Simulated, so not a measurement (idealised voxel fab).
This section sets out a process module, namely voxel air gaps.
It is cross-section cut that appears here, measuring 235 nm in width, its square cells being 5 nm in size.
Cross-section spec: square-cell grid; bands listed top down; each band is one or more rows. Top, bottom (nm), then materials left to right with widths (nm); lone material tagged "all across" fills the whole band edge to edge; "empty" = empty space. Heights are expressed relative to 0, this being the level below which the as-received wafer comprises one material exclusively. The lowest band is unbounded in the downward direction and is denoted as in "from 0 down". Per-row width for "30->40": begins at first number (top row of band), ends at second number (bottom row), increment between rows held constant. No cell of the cross-section changed in a step that is given as "no alteration". The entry titled "Enclosed cavities" provides the empty spaces that have no open way to the top, restricted to those of 8 cells or more. Each is presented as width x height at distance, the distance being measured from the left edge, with all three in nm. Note: text after step settings on the step line = simulator remark on that step. Steps that use a mask can have "overlay nm" on their line. It says how far the mask sat to the right of where it was meant to be. Negative means to the left.
This section lists the process steps that were planned
step 1: RECEIVE (material Si)
step 2: CONFORMAL_DEP (material SiO2; thk nm 10)
step 3: CONFORMAL_DEP (material SiN; thk nm 5)
step 4: DIRECTIONAL_DEP (material SiO2; thk nm 40)
step 5: DIRECTIONAL_DEP (material aC; thk nm 15)
step 6: PATTERN (tone open; mask id LINES; material resist; width nm 25; pitch nm 55; thk nm 30; overlay nm 0)
step 7: DIRECTIONAL_ETCH (etch materials aC; depth nm 15)
step 8: STRIP (etch materials resist)
step 9: DIRECTIONAL_ETCH (etch materials SiO2; depth nm 40)
step 10: STRIP (etch materials aC)
step 11: CONFORMAL_DEP (material TiN; thk nm 5)
step 12: FILL_DEP (material Cu; thk nm 5)
step 13: CMP (height nm 55)
step 14: EPI (material Ru; thk nm 10)
step 15: SELECTIVE_ETCH (etch materials SiO2; depth nm 50)
step 16: CONFORMAL_DEP (material SiCN; thk nm 5)
Cross-section of the incoming wafer, state after step 1
> from 0 down: Si all across
> Enclosed cavities: none
First of two wafers at the end of the module, shown in cross-section; run carried out as planned
> from 70 to 65: empty: 5 / SiCN: 220 / empty: 10
> from 65 to 55: empty: 5 / SiCN: 5 / Ru: 45 / SiCN: 10 / Ru: 45 / SiCN: 10 / Ru: 45 / SiCN: 10 / Ru: 45 / SiCN: 5 / empty: 10
> from 55 to 50: empty: 5 / SiCN: 15 / TiN: 5 / Cu: 15 / TiN: 5 / SiCN: 30 / TiN: 5 / Cu: 15 / TiN: 5 / SiCN: 30 / TiN: 5 / Cu: 15 / TiN: 5 / SiCN: 30 / TiN: 5 / Cu: 15 / TiN: 5 / SiCN: 15 / empty: 10
> from 50 to 20: empty: 15 / SiCN: 5 / TiN: 5 / Cu: 15 / TiN: 5 / SiCN: 5 / empty: 20 / SiCN: 5 / TiN: 5 / Cu: 15 / TiN: 5 / SiCN: 5 / empty: 20 / SiCN: 5 / TiN: 5 / Cu: 15 / TiN: 5 / SiCN: 5 / empty: 20 / SiCN: 5 / TiN: 5 / Cu: 15 / TiN: 5 / SiCN: 5 / empty: 20
> from 20 to 15: SiCN: 20 / TiN: 25 / SiCN: 30 / TiN: 25 / SiCN: 30 / TiN: 25 / SiCN: 30 / TiN: 25 / SiCN: 25
> from 15 to 10: SiN all across
> from 10 to 0: SiO2 all across
> from 0 down: Si all across
> Enclosed cavities: 20 x 30 at 50; 20 x 30 at 105; 20 x 30 at 160
End-of-module cross-section of the second wafer: identical starting point and process plan to the first, with one processing mistake
> from 70 to 65: empty: 10 / SiCN: 220 / empty: 5
> from 65 to 55: empty: 10 / SiCN: 5 / Ru: 45 / SiCN: 10 / Ru: 45 / SiCN: 10 / Ru: 45 / SiCN: 10 / Ru: 45 / SiCN: 5 / empty: 5
> from 55 to 50: empty: 10 / SiCN: 15 / TiN: 5 / Cu: 15 / TiN: 5 / SiCN: 30 / TiN: 5 / Cu: 15 / TiN: 5 / SiCN: 30 / TiN: 5 / Cu: 15 / TiN: 5 / SiCN: 30 / TiN: 5 / Cu: 15 / TiN: 5 / SiCN: 15 / empty: 5
> from 50 to 20: empty: 20 / SiCN: 5 / TiN: 5 / Cu: 15 / TiN: 5 / SiCN: 5 / empty: 20 / SiCN: 5 / TiN: 5 / Cu: 15 / TiN: 5 / SiCN: 5 / empty: 20 / SiCN: 5 / TiN: 5 / Cu: 15 / TiN: 5 / SiCN: 5 / empty: 20 / SiCN: 5 / TiN: 5 / Cu: 15 / TiN: 5 / SiCN: 5 / empty: 15
> from 20 to 15: SiCN: 25 / TiN: 25 / SiCN: 30 / TiN: 25 / SiCN: 30 / TiN: 25 / SiCN: 30 / TiN: 25 / SiCN: 20
> from 15 to 10: SiN all across
> from 10 to 0: SiO2 all across
> from 0 down: Si all across
> Enclosed cavities: 20 x 30 at 55; 20 x 30 at 110; 20 x 30 at 165
Here's what went sideways: for step 6, the planned setting was not used; the step was instead run as PATTERN (tone open; mask id LINES; material resist; width nm 25; pitch nm 55; thk nm 30; overlay nm 5)
Cell counts per material: same on both final wafers. Positions: different.
